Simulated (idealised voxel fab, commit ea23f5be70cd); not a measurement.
Process module heading - voxel capacitor over wiring
Each square cell in cross-section cut measures 5 nm, and the section as a whole is 200 nm wide.
When this document writes out a cross-section, it uses a grid of square cells and lists it as bands, beginning at the top and moving down, with a band standing for one or more rows of cells. Basically the band line says how high the top is and how high the bottom is, in nm, and then what's in it from left to right, every material with its width in nm. Empty space shows up as "air", and if a single material carries "edge to edge" it runs the full band edge to edge. It should be noted that heights are counted from 0, beneath which the wafer as supplied is of one material throughout, and that the lowest band possesses no lower boundary but continues downward, as written in "from 0 down". The expression "30 to 40" gives the width at the extremes of the band, the first number at its top row of cells and the second at its bottom row, with the width changing by equal amounts from each row to the next in between. Basically "remained unchanged" means that step didn't change any cell in the cross-section. Closed-off voids of 8+ cells (no open route to the top) go in "Closed cavities", written width x height at distance from the left edge, in nm. If you see something after the settings on a step's line, that's the simulator's own remark about that step. "overlay nm", when on a step's line for a step with a mask, measures how far to the right of its planned place the mask lay; a negative measure means to the left.
**This section lists the process steps that were planned**
1: RECEIVE, material Si
2: CONFORMAL_DEP, material SiO2, thk nm 15
3: DIRECTIONAL_DEP, material TiN, thk nm 5
4: DIRECTIONAL_DEP, material W, thk nm 25
5: DIRECTIONAL_DEP, material aC, thk nm 15
6: PATTERN, tone cover, mask id METAL_1, material resist, width nm 25, pitch nm 95, thk nm 30, overlay nm 0
7: DIRECTIONAL_ETCH, etch materials aC, depth nm 15
8: STRIP, etch materials resist
9: DIRECTIONAL_ETCH, etch materials W, depth nm 25
10: DIRECTIONAL_ETCH, etch materials TiN, depth nm 5
11: STRIP, etch materials aC
12: FILL_DEP, material SiO2, thk nm 10
13: CMP, height nm 45
14: CONFORMAL_DEP, material SiCN, thk nm 5
15: DIRECTIONAL_DEP, material lowk, thk nm 20
16: DIRECTIONAL_DEP, material aC, thk nm 15
17: PATTERN, tone open, mask id PLUG_1, material resist, width nm 15, thk nm 30, overlay nm 0
18: DIRECTIONAL_ETCH, etch materials aC, depth nm 15
19: STRIP, etch materials resist
20: DIRECTIONAL_ETCH, etch materials lowk, depth nm 20
21: DIRECTIONAL_ETCH, etch materials SiCN, depth nm 5
22: STRIP, etch materials aC
23: CONFORMAL_DEP, material TiN, thk nm 5
24: FILL_DEP, material Cu, thk nm 5
25: CMP, height nm 70
26: DIRECTIONAL_DEP, material TiN, thk nm 10
27: DIRECTIONAL_DEP, material HfO2, thk nm 5
28: DIRECTIONAL_DEP, material TiN, thk nm 5
29: MASKED_ETCH, tone cover, mask id UPPER_PLATE, width nm 75, etch materials TiN, depth nm 5, overlay nm 0
30: MASKED_ETCH, tone cover, mask id UPPER_PLATE, width nm 75, etch materials HfO2, depth nm 5, overlay nm 0
31: MASKED_ETCH, tone cover, mask id LOWER_PLATE, width nm 85, etch materials TiN, depth nm 10, overlay nm 0
32: FILL_DEP, material SiO2, thk nm 15
33: CMP, height nm 100
34: PATTERN, tone open, mask id PLUG_2, material resist, width nm 15, thk nm 20, overlay nm 0
35: DIRECTIONAL_ETCH, etch materials SiO2, depth nm 10
36: STRIP, etch materials resist
37: CONFORMAL_DEP, material TiN, thk nm 5
38: FILL_DEP, material W, thk nm 5
39: CMP, height nm 100
40: CONFORMAL_DEP, material SiN, thk nm 5
**Wafer as received: cross-section following step 1**
    from 0 down | Si edge to edge
    Closed cavities: none
**Below is the wafer in cross-section after the module was completed. It began from the starting point shown above and followed the plan shown above, except that one mistake was made while running it**
    from 105 to 100 | SiN edge to edge
    from 100 to 95 | 60 SiO2, then 5 TiN, then 5 W, then 5 TiN, then 125 SiO2
    from 95 to 85 | 60 to 50 SiO2, then 15 to 75 TiN, then 125 to 75 SiO2
    from 85 to 80 | 50 SiO2, then 75 HfO2, then 75 SiO2
    from 80 to 70 | 45 SiO2, then 85 TiN, then 70 SiO2
    from 70 to 55 | 50 lowk, then 5 TiN, then 5 Cu, then 5 TiN, then 135 lowk
    from 55 to 50 | 50 SiCN, then 15 TiN, then 135 SiCN
    from 50 to 45 | SiO2 edge to edge
    from 45 to 20 | 40 SiO2, then 25 W, then 70 SiO2, then 25 W, then 40 SiO2
    from 20 to 15 | 40 SiO2, then 25 TiN, then 70 SiO2, then 25 TiN, then 40 SiO2
    from 15 to 0 | SiO2 edge to edge
    from 0 down | Si edge to edge
    Closed cavities: none
Finding, execution versus plan: rather than as planned, step 13 actually ran as CMP, height nm 50
